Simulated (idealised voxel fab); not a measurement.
Documented hereafter: the process module known as voxel capacitor over wiring.
Cross-section cut spans 235 nm and uses square cells 5 nm in size.
If you're reading a cross-section in this doc, picture square cells in a grid; it comes to you as bands, top ones listed first down to the bottom, and a band can be one or more rows of cells.
Per band: top height and bottom height in nm, followed by the left-to-right materials and their widths in nm; "edge to edge" marks a single material spanning edge to edge, "empty" marks empty space.
A quick word on heights: they are counted from 0, and under that level the wafer as it came to us is one material throughout. The lowest band is different from the rest in having no bottom; it simply continues downward, written as in "z 0 and below".
A width such as "30..40" changes by the same amount from each row of cells to the next, from the band's top row to its bottom row.
It should be understood that the words "left unchanged", when stated for a given step, signify that the cross-section underwent no change in any of its cells during that step.
In "Enclosed voids" the enclosed voids are listed, meaning empty spaces of 8 cells or larger without any opening to the top. The form is width x height at distance, distance from the left edge, units nm.
On each step's line, the part that comes after the settings is the simulator's own comment on the step.
"overlay nm" on a masked step: distance the mask lay right of its planned place, negative for left.

### List of planned process steps
| 1 | RECEIVE, material Si |
| 2 | CONFORMAL_DEP, material SiO2, thk nm 15 |
| 3 | CONFORMAL_DEP, material SiCN, thk nm 5 |
| 4 | DIRECTIONAL_DEP, material SiO2, thk nm 15 |
| 5 | DIRECTIONAL_DEP, material aC, thk nm 10 |
| 6 | PATTERN, tone open, mask id METAL_1, material resist, width nm 30, pitch nm 95, thk nm 25, overlay nm 0 |
| 7 | DIRECTIONAL_ETCH, etch materials aC, depth nm 10 |
| 8 | STRIP, etch materials resist |
| 9 | DIRECTIONAL_ETCH, etch materials SiO2, depth nm 15 |
| 10 | DIRECTIONAL_ETCH, etch materials SiCN, depth nm 5 |
| 11 | STRIP, etch materials aC |
| 12 | CONFORMAL_DEP, material TiN, thk nm 5 |
| 13 | FILL_DEP, material Cu, thk nm 5 |
| 14 | CMP, height nm 35 |
| 15 | CONFORMAL_DEP, material SiCN, thk nm 5 |
| 16 | DIRECTIONAL_DEP, material SiO2, thk nm 15 |
| 17 | MASKED_ETCH, tone open, mask id PLUG_1, width nm 15, etch materials SiO2, depth nm 15, overlay nm 0 |
| 18 | MASKED_ETCH, tone open, mask id PLUG_1, width nm 15, etch materials SiCN, depth nm 5, overlay nm 0 |
| 19 | CONFORMAL_DEP, material TiN, thk nm 5 |
| 20 | FILL_DEP, material Cu, thk nm 10 |
| 21 | CMP, height nm 55 |
| 22 | DIRECTIONAL_DEP, material TiN, thk nm 10 |
| 23 | DIRECTIONAL_DEP, material SiN, thk nm 5 |
| 24 | DIRECTIONAL_DEP, material TiN, thk nm 5 |
| 25 | PATTERN, tone cover, mask id UPPER_PLATE, material resist, width nm 70, thk nm 20, overlay nm 0 |
| 26 | DIRECTIONAL_ETCH, etch materials TiN, depth nm 5 |
| 27 | DIRECTIONAL_ETCH, etch materials SiN, depth nm 5 |
| 28 | STRIP, etch materials resist |
| 29 | PATTERN, tone cover, mask id LOWER_PLATE, material resist, width nm 80, thk nm 20, overlay nm 0 |
| 30 | DIRECTIONAL_ETCH, etch materials TiN, depth nm 10 |
| 31 | STRIP, etch materials resist |
| 32 | FILL_DEP, material SiO2, thk nm 20 |
| 33 | CMP, height nm 90 |
| 34 | DIRECTIONAL_DEP, material aC, thk nm 10 |
| 35 | PATTERN, tone open, mask id PLUG_2, material resist, width nm 15, thk nm 30, overlay nm 0 |
| 36 | DIRECTIONAL_ETCH, etch materials aC, depth nm 10 |
| 37 | STRIP, etch materials resist |
| 38 | DIRECTIONAL_ETCH, etch materials SiO2, depth nm 15 |
| 39 | STRIP, etch materials aC |
| 40 | CONFORMAL_DEP, material TiN, thk nm 5 |
| 41 | FILL_DEP, material Ru, thk nm 10 |
| 42 | CMP, height nm 90 |
| 43 | CONFORMAL_DEP, material SiCN, thk nm 5 |

### So, the first of our two wafers, run just as we planned it

### Delivered wafer in cross-section: state after step 1
> z 0 and below = Si edge to edge
> Enclosed voids: none

### Once step 2 is through, the wafer looks like this in cross-section
> z 15 to 0 = SiO2 edge to edge
> Beneath the level 0, the cross-section is identical to its previous state.

### Once step 3 is through, the wafer looks like this in cross-section
> z 20 to 15 = SiCN edge to edge
> Beneath the level 15, the cross-section is identical to its previous state.

### Once step 4 is through, the wafer looks like this in cross-section
> z 35 to 20 = SiO2 edge to edge
> Beneath the level 20, the cross-section is identical to its previous state.

### Once step 5 is through, the wafer looks like this in cross-section
> z 45 to 35 = aC edge to edge
> Beneath the level 35, the cross-section is identical to its previous state.

### Once step 6 is through, the wafer looks like this in cross-section
> z 70 to 45 = resist 55  empty 30  resist 65  empty 30  resist 55
> Beneath the level 45, the cross-section is identical to its previous state.

### Once step 7 is through, the wafer looks like this in cross-section
> z 60 to 45 = resist 55  empty 30  resist 65  empty 30  resist 55
> z 45 to 35 = aC 55  empty 30  aC 65  empty 30  aC 55
> Beneath the level 35, the cross-section is identical to its previous state.

### Once step 8 is through, the wafer looks like this in cross-section
> z 45 to 35 = aC 55  empty 30  aC 65  empty 30  aC 55
> Beneath the level 35, the cross-section is identical to its previous state.

### Once step 9 is through, the wafer looks like this in cross-section
> z 45 to 35 = aC 55  empty 30  aC 65  empty 30  aC 55
> z 35 to 20 = SiO2 55  empty 30  SiO2 65  empty 30  SiO2 55
> Beneath the level 20, the cross-section is identical to its previous state.

### Once step 10 is through, the wafer looks like this in cross-section
> z 45 to 35 = aC 55  empty 30  aC 65  empty 30  aC 55
> z 35 to 20 = SiO2 55  empty 30  SiO2 65  empty 30  SiO2 55
> z 20 to 15 = SiCN 55  empty 30  SiCN 65  empty 30  SiCN 55
> Beneath the level 15, the cross-section is identical to its previous state.

### Once step 11 is through, the wafer looks like this in cross-section
> z 35 to 20 = SiO2 55  empty 30  SiO2 65  empty 30  SiO2 55
> Beneath the level 20, the cross-section is identical to its previous state.

### Once step 12 is through, the wafer looks like this in cross-section
> z 40 to 35 = TiN 60  empty 20  TiN 75  empty 20  TiN 60
> z 35 to 20 = SiO2 55  TiN 5  empty 20  TiN 5  SiO2 65  TiN 5  empty 20  TiN 5  SiO2 55
> z 20 to 15 = SiCN 55  TiN 30  SiCN 65  TiN 30  SiCN 55
> Beneath the level 15, the cross-section is identical to its previous state.

### Once step 13 is through, the wafer looks like this in cross-section
> z 45 to 40 = Cu edge to edge
> z 40 to 35 = TiN 60  Cu 20  TiN 75  Cu 20  TiN 60
> z 35 to 20 = SiO2 55  TiN 5  Cu 20  TiN 5  SiO2 65  TiN 5  Cu 20  TiN 5  SiO2 55
> Beneath the level 20, the cross-section is identical to its previous state.

### Once step 14 is through, the wafer looks like this in cross-section
> z 35 to 20 = SiO2 55  TiN 5  Cu 20  TiN 5  SiO2 65  TiN 5  Cu 20  TiN 5  SiO2 55
> Beneath the level 20, the cross-section is identical to its previous state.

### Once step 15 is through, the wafer looks like this in cross-section
> z 40 to 35 = SiCN edge to edge
> Beneath the level 35, the cross-section is identical to its previous state.

### Once step 16 is through, the wafer looks like this in cross-section
> z 55 to 40 = SiO2 edge to edge
> Beneath the level 40, the cross-section is identical to its previous state.

### Once step 17 is through, the wafer looks like this in cross-section
> z 55 to 40 = SiO2 70  empty 15  SiO2 150
> Beneath the level 40, the cross-section is identical to its previous state.

### Once step 18 is through, the wafer looks like this in cross-section
> z 55 to 40 = SiO2 70  empty 15  SiO2 150
> z 40 to 35 = SiCN 70  empty 15  SiCN 150
> Beneath the level 35, the cross-section is identical to its previous state.

### Once step 19 is through, the wafer looks like this in cross-section
> z 60 to 55 = TiN 75  empty 5  TiN 155
> z 55 to 40 = SiO2 70  TiN 5  empty 5  TiN 5  SiO2 150
> z 40 to 35 = SiCN 70  TiN 15  SiCN 150
> Beneath the level 35, the cross-section is identical to its previous state.

### Once step 20 is through, the wafer looks like this in cross-section
> z 70 to 60 = Cu edge to edge
> z 60 to 55 = TiN 75  Cu 5  TiN 155
> z 55 to 40 = SiO2 70  TiN 5  Cu 5  TiN 5  SiO2 150
> Beneath the level 40, the cross-section is identical to its previous state.

### Once step 21 is through, the wafer looks like this in cross-section
> z 55 to 40 = SiO2 70  TiN 5  Cu 5  TiN 5  SiO2 150
> Beneath the level 40, the cross-section is identical to its previous state.

### Once step 22 is through, the wafer looks like this in cross-section
> z 65 to 55 = TiN edge to edge
> Beneath the level 55, the cross-section is identical to its previous state.

### Once step 23 is through, the wafer looks like this in cross-section
> z 70 to 65 = SiN edge to edge
> Beneath the level 65, the cross-section is identical to its previous state.

### Once step 24 is through, the wafer looks like this in cross-section
> z 75 to 70 = TiN edge to edge
> Beneath the level 70, the cross-section is identical to its previous state.

### Once step 25 is through, the wafer looks like this in cross-section
> z 95 to 75 = empty 70  resist 70  empty 95
> Beneath the level 75, the cross-section is identical to its previous state.

### Once step 26 is through, the wafer looks like this in cross-section
> z 95 to 75 = empty 70  resist 70  empty 95
> z 75 to 70 = empty 70  TiN 70  empty 95
> Beneath the level 70, the cross-section is identical to its previous state.

### Once step 27 is through, the wafer looks like this in cross-section
> z 95 to 75 = empty 70  resist 70  empty 95
> z 75 to 70 = empty 70  TiN 70  empty 95
> z 70 to 65 = empty 70  SiN 70  empty 95
> Beneath the level 65, the cross-section is identical to its previous state.

### Once step 28 is through, the wafer looks like this in cross-section
> z 75 to 70 = empty 70  TiN 70  empty 95
> Beneath the level 70, the cross-section is identical to its previous state.

### Once step 29 is through, the wafer looks like this in cross-section
> z 95 to 75 = empty 65  resist 80  empty 90
> z 75 to 70 = empty 65  resist 5  TiN 70  resist 5  empty 90
> z 70 to 65 = empty 65  resist 5  SiN 70  resist 5  empty 90
> Beneath the level 65, the cross-section is identical to its previous state.

### Once step 30 is through, the wafer looks like this in cross-section
> z 95 to 75 = empty 65  resist 80  empty 90
> z 75 to 70 = empty 65  resist 5  TiN 70  resist 5  empty 90
> z 70 to 65 = empty 65  resist 5  SiN 70  resist 5  empty 90
> z 65 to 55 = empty 65  TiN 80  empty 90
> Beneath the level 55, the cross-section is identical to its previous state.

### Once step 31 is through, the wafer looks like this in cross-section
> z 75 to 70 = empty 70  TiN 70  empty 95
> z 70 to 65 = empty 70  SiN 70  empty 95
> Beneath the level 65, the cross-section is identical to its previous state.

### Once step 32 is through, the wafer looks like this in cross-section
> z 95 to 75 = SiO2 edge to edge
> z 75 to 70 = SiO2 70  TiN 70  SiO2 95
> z 70 to 65 = SiO2 70  SiN 70  SiO2 95
> z 65 to 55 = SiO2 65  TiN 80  SiO2 90
> Beneath the level 55, the cross-section is identical to its previous state.

### Once step 33 is through, the wafer looks like this in cross-section
> z 90 to 75 = SiO2 edge to edge
> Beneath the level 75, the cross-section is identical to its previous state.

### Once step 34 is through, the wafer looks like this in cross-section
> z 100 to 90 = aC edge to edge
> Beneath the level 90, the cross-section is identical to its previous state.

### Once step 35 is through, the wafer looks like this in cross-section
> z 130 to 100 = resist 80  empty 15  resist 140
> Beneath the level 100, the cross-section is identical to its previous state.

### Once step 36 is through, the wafer looks like this in cross-section
> z 120 to 100 = resist 80  empty 15  resist 140
> z 100 to 90 = aC 80  empty 15  aC 140
> Beneath the level 90, the cross-section is identical to its previous state.

### Once step 37 is through, the wafer looks like this in cross-section
> z 100 to 90 = aC 80  empty 15  aC 140
> Beneath the level 90, the cross-section is identical to its previous state.

### Once step 38 is through, the wafer looks like this in cross-section
> z 100 to 90 = aC 80  empty 15  aC 140
> z 90 to 75 = SiO2 80  empty 15  SiO2 140
> Beneath the level 75, the cross-section is identical to its previous state.

### Once step 39 is through, the wafer looks like this in cross-section
> z 90 to 75 = SiO2 80  empty 15  SiO2 140
> Beneath the level 75, the cross-section is identical to its previous state.

### Once step 40 is through, the wafer looks like this in cross-section
> z 95 to 90 = TiN 85  empty 5  TiN 145
> z 90 to 80 = SiO2 80  TiN 5  empty 5  TiN 5  SiO2 140
> z 80 to 70 = SiO2 80..70  TiN 15..70  SiO2 140..95
> Beneath the level 70, the cross-section is identical to its previous state.

### Once step 41 is through, the wafer looks like this in cross-section
> z 105 to 95 = Ru edge to edge
> z 95 to 90 = TiN 85  Ru 5  TiN 145
> z 90 to 80 = SiO2 80  TiN 5  Ru 5  TiN 5  SiO2 140
> Beneath the level 80, the cross-section is identical to its previous state.

### Once step 42 is through, the wafer looks like this in cross-section
> z 90 to 80 = SiO2 80  TiN 5  Ru 5  TiN 5  SiO2 140
> Beneath the level 80, the cross-section is identical to its previous state.

### Once step 43 is through, the wafer looks like this in cross-section
> z 95 to 90 = SiCN edge to edge
> Beneath the level 90, the cross-section is identical to its previous state.

### What follows concerns the second wafer, which started out like the first and was meant to follow the very same plan; one mistake crept in when it was run, but everything up to and including step 22 is the same as for the first wafer

### Cross-sectional representation of the second wafer at the time designated in the plan for the completion of step 23
> z 70 to 65 = Cu edge to edge
> Beneath the level 65, the cross-section is identical to its previous state.

### Cross-sectional representation of the second wafer at the time designated in the plan for the completion of step 24
> z 75 to 70 = TiN edge to edge
> Beneath the level 70, the cross-section is identical to its previous state.

### Cross-sectional representation of the second wafer at the time designated in the plan for the completion of step 25
> z 95 to 75 = empty 70  resist 70  empty 95
> Beneath the level 75, the cross-section is identical to its previous state.

### Cross-sectional representation of the second wafer at the time designated in the plan for the completion of step 26
> z 95 to 75 = empty 70  resist 70  empty 95
> z 75 to 70 = empty 70  TiN 70  empty 95
> Beneath the level 70, the cross-section is identical to its previous state.

Cross-sectional representation of the second wafer at the time designated in the plan for the completion of step 27: left unchanged

### Cross-sectional representation of the second wafer at the time designated in the plan for the completion of step 28
> z 75 to 70 = empty 70  TiN 70  empty 95
> Beneath the level 70, the cross-section is identical to its previous state.

### Cross-sectional representation of the second wafer at the time designated in the plan for the completion of step 29
> z 95 to 75 = empty 65  resist 80  empty 90
> z 75 to 70 = empty 65  resist 5  TiN 70  resist 5  empty 90
> Beneath the level 70, the cross-section is identical to its previous state.

Cross-sectional representation of the second wafer at the time designated in the plan for the completion of step 30: left unchanged

### Cross-sectional representation of the second wafer at the time designated in the plan for the completion of step 31
> z 75 to 70 = empty 70  TiN 70  empty 95
> Beneath the level 70, the cross-section is identical to its previous state.

### Cross-sectional representation of the second wafer at the time designated in the plan for the completion of step 32
> z 95 to 75 = SiO2 edge to edge
> z 75 to 70 = SiO2 70  TiN 70  SiO2 95
> Beneath the level 70, the cross-section is identical to its previous state.

### Cross-sectional representation of the second wafer at the time designated in the plan for the completion of step 33
> z 90 to 75 = SiO2 edge to edge
> Beneath the level 75, the cross-section is identical to its previous state.

### Cross-sectional representation of the second wafer at the time designated in the plan for the completion of step 34
> z 100 to 90 = aC edge to edge
> Beneath the level 90, the cross-section is identical to its previous state.

### Cross-sectional representation of the second wafer at the time designated in the plan for the completion of step 35
> z 130 to 100 = resist 80  empty 15  resist 140
> Beneath the level 100, the cross-section is identical to its previous state.

### Cross-sectional representation of the second wafer at the time designated in the plan for the completion of step 36
> z 120 to 100 = resist 80  empty 15  resist 140
> z 100 to 90 = aC 80  empty 15  aC 140
> Beneath the level 90, the cross-section is identical to its previous state.

### Cross-sectional representation of the second wafer at the time designated in the plan for the completion of step 37
> z 100 to 90 = aC 80  empty 15  aC 140
> Beneath the level 90, the cross-section is identical to its previous state.

### Cross-sectional representation of the second wafer at the time designated in the plan for the completion of step 38
> z 100 to 90 = aC 80  empty 15  aC 140
> z 90 to 75 = SiO2 80  empty 15  SiO2 140
> Beneath the level 75, the cross-section is identical to its previous state.

### Cross-sectional representation of the second wafer at the time designated in the plan for the completion of step 39
> z 90 to 75 = SiO2 80  empty 15  SiO2 140
> Beneath the level 75, the cross-section is identical to its previous state.

### Cross-sectional representation of the second wafer at the time designated in the plan for the completion of step 40
> z 95 to 90 = TiN 85  empty 5  TiN 145
> z 90 to 80 = SiO2 80  TiN 5  empty 5  TiN 5  SiO2 140
> z 80 to 70 = SiO2 80..70  TiN 15..70  SiO2 140..95
> Beneath the level 70, the cross-section is identical to its previous state.

### Cross-sectional representation of the second wafer at the time designated in the plan for the completion of step 41
> z 105 to 95 = Ru edge to edge
> z 95 to 90 = TiN 85  Ru 5  TiN 145
> z 90 to 80 = SiO2 80  TiN 5  Ru 5  TiN 5  SiO2 140
> Beneath the level 80, the cross-section is identical to its previous state.

### Cross-sectional representation of the second wafer at the time designated in the plan for the completion of step 42
> z 90 to 80 = SiO2 80  TiN 5  Ru 5  TiN 5  SiO2 140
> Beneath the level 80, the cross-section is identical to its previous state.

### Cross-sectional representation of the second wafer at the time designated in the plan for the completion of step 43
> z 95 to 90 = SiCN edge to edge
> Beneath the level 90, the cross-section is identical to its previous state.
Run error: off-plan run, step 23, actual operation and settings DIRECTIONAL_DEP, material Cu, thk nm 5
Cell-count delta at end, second wafer over first, by material: Cu: 47 more | SiN: 14 fewer | SiO2: 95 fewer | TiN: 62 more
